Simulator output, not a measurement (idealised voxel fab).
Name of the process module below: voxel self aligned vias
Cross-section cut: width 285 nm, square cells of 5 nm.
Cross-section spec: square-cell grid; bands listed top down; each band is one or more rows. Quick guide to a band line: top height, bottom height (nm) up front; then every material left to right with its width in nm. Only one material and it's marked "throughout"? Then it fills the band edge to edge. And "air" just means empty space. Heights are expressed relative to 0, this being the level below which the as-received wafer comprises one material exclusively. The lowest band is unbounded in the downward direction and is denoted as in "from 0 down". Width "30->40": first value at the band's top row of cells, second value at its bottom row, equal change from row to row. Step marked "left unchanged"? Then no cell in the cross-section changed in it. "Unvented cavities" specifies each empty space that is not open to the top and that occupies no fewer than 8 cells, using the form width x height at distance, the distance measured from the left edge and all three quantities in nm. Past the settings on a step's line: simulator remark, on that step. On any step carrying a mask, the "overlay nm" setting, if present on the step's line, tells how far right of its planned place the mask lay; negative values point to the left.
-- Process steps - plan
1: RECEIVE | material Si
2: CONFORMAL_DEP | material SiO2 | thk nm 15
3: CONFORMAL_DEP | material SiCN | thk nm 5
4: DIRECTIONAL_DEP | material lowk | thk nm 30
5: PATTERN | tone open | mask id LINES | material resist | width nm 20 | pitch nm 65 | thk nm 15 | overlay nm 0
6: DIRECTIONAL_ETCH | etch materials lowk | depth nm 30
7: STRIP | etch materials resist
8: CONFORMAL_DEP | material TiN | thk nm 5
9: FILL_DEP | material W | thk nm 5
10: CMP | height nm 50
11: SELECTIVE_ETCH | etch materials W Ru TiN | depth nm 5
12: FILL_DEP | material SiN | thk nm 5
13: CMP | height nm 50
14: DIRECTIONAL_DEP | material lowk | thk nm 15
15: MASKED_ETCH | tone open | mask id VIAS | width nm 40 | etch materials lowk | depth nm 15 | overlay nm 0
16: MASKED_ETCH | tone open | mask id VIAS | width nm 40 | etch materials SiN | depth nm 5 | overlay nm 0
17: CONFORMAL_DEP | material TiN | thk nm 5
18: FILL_DEP | material Cu | thk nm 5
19: CMP | height nm 65
20: CONFORMAL_DEP | material SiN | thk nm 5
-- First wafer of two (run as planned)
-- Cross-sectional view of the wafer in its as-received condition, corresponding to the state after step 1
- from 0 down: Si throughout
- Unvented cavities: none
-- Wafer after step 2 (cross-section)
- from 15 to 0: SiO2 throughout
- Note: structure below 0 unchanged.
-- Wafer after step 3 (cross-section)
- from 20 to 15: SiCN throughout
- Note: structure below 15 unchanged.
-- Wafer after step 4 (cross-section)
- from 50 to 20: lowk throughout
- Note: structure below 20 unchanged.
-- Wafer after step 5 (cross-section)
- from 65 to 50: resist 100 nm / air 20 nm / resist 45 nm / air 20 nm / resist 100 nm
- Note: structure below 50 unchanged.
-- Wafer after step 6 (cross-section)
- from 65 to 50: resist 100 nm / air 20 nm / resist 45 nm / air 20 nm / resist 100 nm
- from 50 to 20: lowk 100 nm / air 20 nm / lowk 45 nm / air 20 nm / lowk 100 nm
- Note: structure below 20 unchanged.
-- Wafer after step 7 (cross-section)
- from 50 to 20: lowk 100 nm / air 20 nm / lowk 45 nm / air 20 nm / lowk 100 nm
- Note: structure below 20 unchanged.
-- Wafer after step 8 (cross-section)
- from 55 to 50: TiN 105 nm / air 10 nm / TiN 55 nm / air 10 nm / TiN 105 nm
- from 50 to 25: lowk 100 nm / TiN 5 nm / air 10 nm / TiN 5 nm / lowk 45 nm / TiN 5 nm / air 10 nm / TiN 5 nm / lowk 100 nm
- from 25 to 20: lowk 100 nm / TiN 20 nm / lowk 45 nm / TiN 20 nm / lowk 100 nm
- Note: structure below 20 unchanged.
-- Wafer after step 9 (cross-section)
- from 60 to 55: W throughout
- from 55 to 50: TiN 105 nm / W 10 nm / TiN 55 nm / W 10 nm / TiN 105 nm
- from 50 to 25: lowk 100 nm / TiN 5 nm / W 10 nm / TiN 5 nm / lowk 45 nm / TiN 5 nm / W 10 nm / TiN 5 nm / lowk 100 nm
- Note: structure below 25 unchanged.
-- Wafer after step 10 (cross-section)
- from 50 to 25: lowk 100 nm / TiN 5 nm / W 10 nm / TiN 5 nm / lowk 45 nm / TiN 5 nm / W 10 nm / TiN 5 nm / lowk 100 nm
- Note: structure below 25 unchanged.
-- Wafer after step 11 (cross-section)
- from 50 to 45: lowk 100 nm / air 20 nm / lowk 45 nm / air 20 nm / lowk 100 nm
- Note: structure below 45 unchanged.
-- Wafer after step 12 (cross-section)
- from 55 to 50: SiN throughout
- from 50 to 45: lowk 100 nm / SiN 20 nm / lowk 45 nm / SiN 20 nm / lowk 100 nm
- Note: structure below 45 unchanged.
-- Wafer after step 13 (cross-section)
- from 50 to 45: lowk 100 nm / SiN 20 nm / lowk 45 nm / SiN 20 nm / lowk 100 nm
- Note: structure below 45 unchanged.
-- Wafer after step 14 (cross-section)
- from 65 to 50: lowk throughout
- Note: structure below 50 unchanged.
-- Wafer after step 15 (cross-section)
- from 65 to 50: lowk 90 nm / air 40 nm / lowk 155 nm
- Note: structure below 50 unchanged.
-- Wafer after step 16 (cross-section)
- from 65 to 50: lowk 90 nm / air 40 nm / lowk 155 nm
- from 50 to 45: lowk 100 nm / air 20 nm / lowk 45 nm / SiN 20 nm / lowk 100 nm
- Note: structure below 45 unchanged.
-- Wafer after step 17 (cross-section)
- from 70 to 65: TiN 95 nm / air 30 nm / TiN 160 nm
- from 65 to 55: lowk 90 nm / TiN 5 nm / air 30 nm / TiN 5 nm / lowk 155 nm
- from 55 to 50: lowk 90 nm / TiN 15 nm / air 10 nm / TiN 15 nm / lowk 155 nm
- from 50 to 45: lowk 100 nm / TiN 20 nm / lowk 45 nm / SiN 20 nm / lowk 100 nm
- Note: structure below 45 unchanged.
-- Wafer after step 18 (cross-section)
- from 75 to 70: Cu throughout
- from 70 to 65: TiN 95 nm / Cu 30 nm / TiN 160 nm
- from 65 to 55: lowk 90 nm / TiN 5 nm / Cu 30 nm / TiN 5 nm / lowk 155 nm
- from 55 to 50: lowk 90 nm / TiN 15 nm / Cu 10 nm / TiN 15 nm / lowk 155 nm
- Note: structure below 50 unchanged.
-- Wafer after step 19 (cross-section)
- from 65 to 55: lowk 90 nm / TiN 5 nm / Cu 30 nm / TiN 5 nm / lowk 155 nm
- Note: structure below 55 unchanged.
-- Wafer after step 20 (cross-section)
- from 70 to 65: SiN throughout
- Note: structure below 65 unchanged.
-- What follows concerns the second wafer, which started out like the first and was meant to follow the very same plan; one mistake crept in when it was run, but everything up to and including step 4 is the same as for the first wafer
-- Here is the second wafer in cross-section at the point where step 5 of the plan should have been done
- from 65 to 50: resist 110 nm / air 20 nm / resist 45 nm / air 20 nm / resist 90 nm
- Note: structure below 50 unchanged.
-- Here is the second wafer in cross-section at the point where step 6 of the plan should have been done
- from 65 to 50: resist 110 nm / air 20 nm / resist 45 nm / air 20 nm / resist 90 nm
- from 50 to 20: lowk 110 nm / air 20 nm / lowk 45 nm / air 20 nm / lowk 90 nm
- Note: structure below 20 unchanged.
-- Here is the second wafer in cross-section at the point where step 7 of the plan should have been done
- from 50 to 20: lowk 110 nm / air 20 nm / lowk 45 nm / air 20 nm / lowk 90 nm
- Note: structure below 20 unchanged.
-- Here is the second wafer in cross-section at the point where step 8 of the plan should have been done
- from 55 to 50: TiN 115 nm / air 10 nm / TiN 55 nm / air 10 nm / TiN 95 nm
- from 50 to 25: lowk 110 nm / TiN 5 nm / air 10 nm / TiN 5 nm / lowk 45 nm / TiN 5 nm / air 10 nm / TiN 5 nm / lowk 90 nm
- from 25 to 20: lowk 110 nm / TiN 20 nm / lowk 45 nm / TiN 20 nm / lowk 90 nm
- Note: structure below 20 unchanged.
-- Here is the second wafer in cross-section at the point where step 9 of the plan should have been done
- from 60 to 55: W throughout
- from 55 to 50: TiN 115 nm / W 10 nm / TiN 55 nm / W 10 nm / TiN 95 nm
- from 50 to 25: lowk 110 nm / TiN 5 nm / W 10 nm / TiN 5 nm / lowk 45 nm / TiN 5 nm / W 10 nm / TiN 5 nm / lowk 90 nm
- Note: structure below 25 unchanged.
-- Here is the second wafer in cross-section at the point where step 10 of the plan should have been done
- from 50 to 25: lowk 110 nm / TiN 5 nm / W 10 nm / TiN 5 nm / lowk 45 nm / TiN 5 nm / W 10 nm / TiN 5 nm / lowk 90 nm
- Note: structure below 25 unchanged.
-- Here is the second wafer in cross-section at the point where step 11 of the plan should have been done
- from 50 to 45: lowk 110 nm / air 20 nm / lowk 45 nm / air 20 nm / lowk 90 nm
- Note: structure below 45 unchanged.
-- Here is the second wafer in cross-section at the point where step 12 of the plan should have been done
- from 55 to 50: SiN throughout
- from 50 to 45: lowk 110 nm / SiN 20 nm / lowk 45 nm / SiN 20 nm / lowk 90 nm
- Note: structure below 45 unchanged.
-- Here is the second wafer in cross-section at the point where step 13 of the plan should have been done
- from 50 to 45: lowk 110 nm / SiN 20 nm / lowk 45 nm / SiN 20 nm / lowk 90 nm
- Note: structure below 45 unchanged.
-- Here is the second wafer in cross-section at the point where step 14 of the plan should have been done
- from 65 to 50: lowk throughout
- Note: structure below 50 unchanged.
-- Here is the second wafer in cross-section at the point where step 15 of the plan should have been done
- from 65 to 50: lowk 90 nm / air 40 nm / lowk 155 nm
- Note: structure below 50 unchanged.
-- Here is the second wafer in cross-section at the point where step 16 of the plan should have been done
- from 65 to 50: lowk 90 nm / air 40 nm / lowk 155 nm
- from 50 to 45: lowk 110 nm / air 20 nm / lowk 45 nm / SiN 20 nm / lowk 90 nm
- Note: structure below 45 unchanged.
-- Here is the second wafer in cross-section at the point where step 17 of the plan should have been done
- from 70 to 65: TiN 95 nm / air 30 nm / TiN 160 nm
- from 65 to 55: lowk 90 nm / TiN 5 nm / air 30 nm / TiN 5 nm / lowk 155 nm
- from 55 to 50: lowk 90 nm / TiN 25 nm / air 10 nm / TiN 5 nm / lowk 155 nm
- from 50 to 45: lowk 110 nm / TiN 20 nm / lowk 45 nm / SiN 20 nm / lowk 90 nm
- Note: structure below 45 unchanged.
-- Here is the second wafer in cross-section at the point where step 18 of the plan should have been done
- from 75 to 70: Cu throughout
- from 70 to 65: TiN 95 nm / Cu 30 nm / TiN 160 nm
- from 65 to 55: lowk 90 nm / TiN 5 nm / Cu 30 nm / TiN 5 nm / lowk 155 nm
- from 55 to 50: lowk 90 nm / TiN 25 nm / Cu 10 nm / TiN 5 nm / lowk 155 nm
- Note: structure below 50 unchanged.
-- Here is the second wafer in cross-section at the point where step 19 of the plan should have been done
- from 65 to 55: lowk 90 nm / TiN 5 nm / Cu 30 nm / TiN 5 nm / lowk 155 nm
- Note: structure below 55 unchanged.
-- Here is the second wafer in cross-section at the point where step 20 of the plan should have been done
- from 70 to 65: SiN throughout
- Note: structure below 65 unchanged.
Plan not followed: step 5 off recipe, ran as PATTERN | tone open | mask id LINES | material resist | width nm 20 | pitch nm 65 | thk nm 15 | overlay nm 10
Same inventory, different map: at the end, the second wafer holds as many cells of each material as the first, placed elsewhere.
